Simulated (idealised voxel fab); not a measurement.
process module | voxel released beams
cross-section cut | 255 nm wide | cells 5 nm
A cross-section is a grid of square cells, given in bands from the top down. A band is one or more rows of cells.
Each band's line starts with the height of the band's top and of its bottom, in nm. Then come its materials from left to right, each with its width in nm. One material with "throughout" fills the band from edge to edge. "air" is empty space.
Height 0 is the level under which the wafer as received is all one material. The lowest band goes on downwards, as in "0 down".
A width such as "30 to 40" changes by the same amount from each row of cells to the next, from the band's top row to its bottom row.
"no change" after a step means that no cell of the cross-section changed.
closed voids: empty space of 8 cells or more with no open way to the top, each as width x height at its distance from the left edge, in nm
after a step's settings: what the simulator itself notes on the step
overlay nm, on a step with a mask: how far to the right of its planned place the mask lay; to the left if negative
plan
1 op RECEIVE | material Si
2 op CONFORMAL_DEP | material Al2O3 | thk nm 10
3 op DIRECTIONAL_DEP | material SiO2 | thk nm 15
4 op PATTERN | tone open | mask id ANCHOR | material resist | width nm 35 | thk nm 15 | overlay nm 0
5 op DIRECTIONAL_ETCH | etch materials SiO2 | depth nm 15
6 op STRIP | etch materials resist
7 op CONFORMAL_DEP | material polySi | thk nm 10
8 op PATTERN | tone cover | mask id BEAM | material resist | width nm 120 | thk nm 15 | overlay nm 0
9 op DIRECTIONAL_ETCH | etch materials polySi | depth nm 10
10 op STRIP | etch materials resist
11 op STRIP | etch materials SiO2
first wafer, as planned
as received, after step 1
  0 down: Si throughout
  closed voids: none
after step 2
  10 to 0: Al2O3 throughout
  below 0: unchanged
after step 3
  25 to 10: SiO2 throughout
  below 10: unchanged
after step 4
  40 to 25: resist 70 | air 35 | resist 150
  below 25: unchanged
after step 5
  40 to 25: resist 70 | air 35 | resist 150
  25 to 10: SiO2 70 | air 35 | SiO2 150
  below 10: unchanged
after step 6
  25 to 10: SiO2 70 | air 35 | SiO2 150
  below 10: unchanged
after step 7
  35 to 25: polySi 80 | air 15 | polySi 160
  25 to 20: SiO2 70 | polySi 10 | air 15 | polySi 10 | SiO2 150
  20 to 10: SiO2 70 | polySi 35 | SiO2 150
  below 10: unchanged
after step 8
  50 to 35: air 65 | resist 120 | air 70
  35 to 25: polySi 80 | resist 15 | polySi 160
  25 to 20: SiO2 70 | polySi 10 | resist 15 | polySi 10 | SiO2 150
  below 20: unchanged
after step 9
  50 to 35: air 65 | resist 120 | air 70
  35 to 25: air 65 | polySi 15 | resist 15 | polySi 90 | air 70
  below 25: unchanged
after step 10
  35 to 25: air 65 | polySi 15 | air 15 | polySi 90 | air 70
  25 to 20: SiO2 70 | polySi 10 | air 15 | polySi 10 | SiO2 150
  below 20: unchanged
after step 11
  35 to 25: air 65 | polySi 15 | air 15 | polySi 90 | air 70
  25 to 20: air 70 | polySi 10 | air 15 | polySi 10 | air 150
  20 to 10: air 70 | polySi 35 | air 150
  below 10: unchanged
second wafer: like start, like plan, one mistake. Through step 3 it matches the first wafer
when step 4 should have ended
  40 to 25: resist 75 | air 30 | resist 150
  below 25: unchanged
when step 5 should have ended
  40 to 25: resist 75 | air 30 | resist 150
  25 to 10: SiO2 75 | air 30 | SiO2 150
  below 10: unchanged
when step 6 should have ended
  25 to 10: SiO2 75 | air 30 | SiO2 150
  below 10: unchanged
when step 7 should have ended
  35 to 25: polySi 85 | air 10 | polySi 160
  25 to 20: SiO2 75 | polySi 10 | air 10 | polySi 10 | SiO2 150
  20 to 10: SiO2 75 | polySi 30 | SiO2 150
  below 10: unchanged
when step 8 should have ended
  50 to 35: air 65 | resist 120 | air 70
  35 to 25: polySi 85 | resist 10 | polySi 160
  25 to 20: SiO2 75 | polySi 10 | resist 10 | polySi 10 | SiO2 150
  below 20: unchanged
when step 9 should have ended
  50 to 35: air 65 | resist 120 | air 70
  35 to 25: air 65 | polySi 20 | resist 10 | polySi 90 | air 70
  below 25: unchanged
when step 10 should have ended
  35 to 25: air 65 | polySi 20 | air 10 | polySi 90 | air 70
  25 to 20: SiO2 75 | polySi 10 | air 10 | polySi 10 | SiO2 150
  below 20: unchanged
when step 11 should have ended
  35 to 25: air 65 | polySi 20 | air 10 | polySi 90 | air 70
  25 to 20: air 75 | polySi 10 | air 10 | polySi 10 | air 150
  20 to 10: air 75 | polySi 30 | air 150
  below 10: unchanged
what went wrong: step 4 ran as: op PATTERN | tone open | mask id ANCHOR | material resist | width nm 30 | thk nm 15 | overlay nm 0
at the end the second wafer has, in cells: as many of each material as the first, in other places
